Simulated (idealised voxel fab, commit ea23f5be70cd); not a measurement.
The process module presented herein is designated voxel self aligned contacts.
Cross-section cut: width 145 nm, square cells of 5 nm.
In this document a cross-section is written as a grid of square cells. It is given as a series of bands, listed from the top down, and a band is one or more rows of cells.
Band: top and bottom heights (nm) first, top before bottom; then materials from left to right, widths in nm. "everywhere" marks a sole material filling the band edge to edge. "empty" denotes empty space.
It should be noted that heights are counted from 0, beneath which the wafer as supplied is of one material throughout, and that the lowest band possesses no lower boundary but continues downward, as written in "0..down".
A width such as "30..40" changes by the same amount from each row of cells to the next, from the band's top row to its bottom row.
"nothing different" -> step changed no cross-section cell.
"Voids, enclosed" enumerates empty spaces isolated from the top, with no open way to it, that contain at least 8 cells, giving each as width x height at distance from the left edge, all three in nm.
Formally, on a step line, whatever follows the settings is a remark that the simulator itself makes on the step.
overlay nm: where the mask lay relative to plan, measured to the right, on steps with a mask; negatives go left.

Steps planned for the process:
1: RECEIVE, material Si
2: CONFORMAL_DEP, material SiO2, thk nm 5
3: DIRECTIONAL_DEP, material polySi, thk nm 20
4: DIRECTIONAL_DEP, material SiN, thk nm 20
5: PATTERN, tone cover, mask id GATE, material resist, width nm 35, pitch nm 70, thk nm 15, overlay nm 0
6: DIRECTIONAL_ETCH, etch materials SiN, depth nm 20
7: DIRECTIONAL_ETCH, etch materials polySi, depth nm 20
8: STRIP, etch materials resist
9: CONFORMAL_DEP, material SiN, thk nm 10
10: DIRECTIONAL_ETCH, etch materials SiN, depth nm 10
11: FILL_DEP, material SiO2, thk nm 15
12: CMP, height nm 55
13: DIRECTIONAL_DEP, material aC, thk nm 15
14: PATTERN, tone open, mask id CONTACT, material resist, width nm 55, thk nm 30, overlay nm 0
15: DIRECTIONAL_ETCH, etch materials aC, depth nm 15
16: STRIP, etch materials resist
17: DIRECTIONAL_ETCH, etch materials SiO2, depth nm 55
18: STRIP, etch materials aC
19: CONFORMAL_DEP, material TiN, thk nm 5
20: FILL_DEP, material W, thk nm 10
21: CMP, height nm 55
22: CONFORMAL_DEP, material SiN, thk nm 5

As received, after step 1:
0..down | Si everywhere
Voids, enclosed: none

First of two wafers: cross-section at end of module, run per plan:
60..55 | SiN everywhere
55..45 | 45 SiO2, then 5..25 TiN, then 45..5 W, then 5..25 TiN, then 45 SiO2
45..25 | 10 SiO2, then 55 SiN, then 5 TiN, then 5 W, then 5 TiN, then 55 SiN, then 10 SiO2
25..5 | 10 SiO2, then 10 SiN, then 35 polySi, then 10 SiN, then 5 TiN, then 5 W, then 5 TiN, then 10 SiN, then 35 polySi, then 10 SiN, then 10 SiO2
5..0 | 65 SiO2, then 15 TiN, then 65 SiO2
0..down | Si everywhere
Voids, enclosed: none

Module end: cross-section of wafer two of two. Same start and process plan as the first wafer. One mistake during execution:
60..55 | SiN everywhere
55..45 | 35 SiO2, then 5..35 TiN, then 45..5 W, then 5..15 TiN, then 55 SiO2
45..25 | 10 SiO2, then 55 SiN, then 5 TiN, then 5 W, then 5 TiN, then 55 SiN, then 10 SiO2
25..5 | 10 SiO2, then 10 SiN, then 35 polySi, then 10 SiN, then 5 TiN, then 5 W, then 5 TiN, then 10 SiN, then 35 polySi, then 10 SiN, then 10 SiO2
5..0 | 65 SiO2, then 15 TiN, then 65 SiO2
0..down | Si everywhere
Voids, enclosed: none
Deviation from plan: the process deviated at step 14: the operation and settings actually run there were PATTERN, tone open, mask id CONTACT, material resist, width nm 55, thk nm 30, overlay nm -10
Upon completion, the cell count for each material on the second wafer equals that on the first, whereas the spatial distribution of those cells differs.
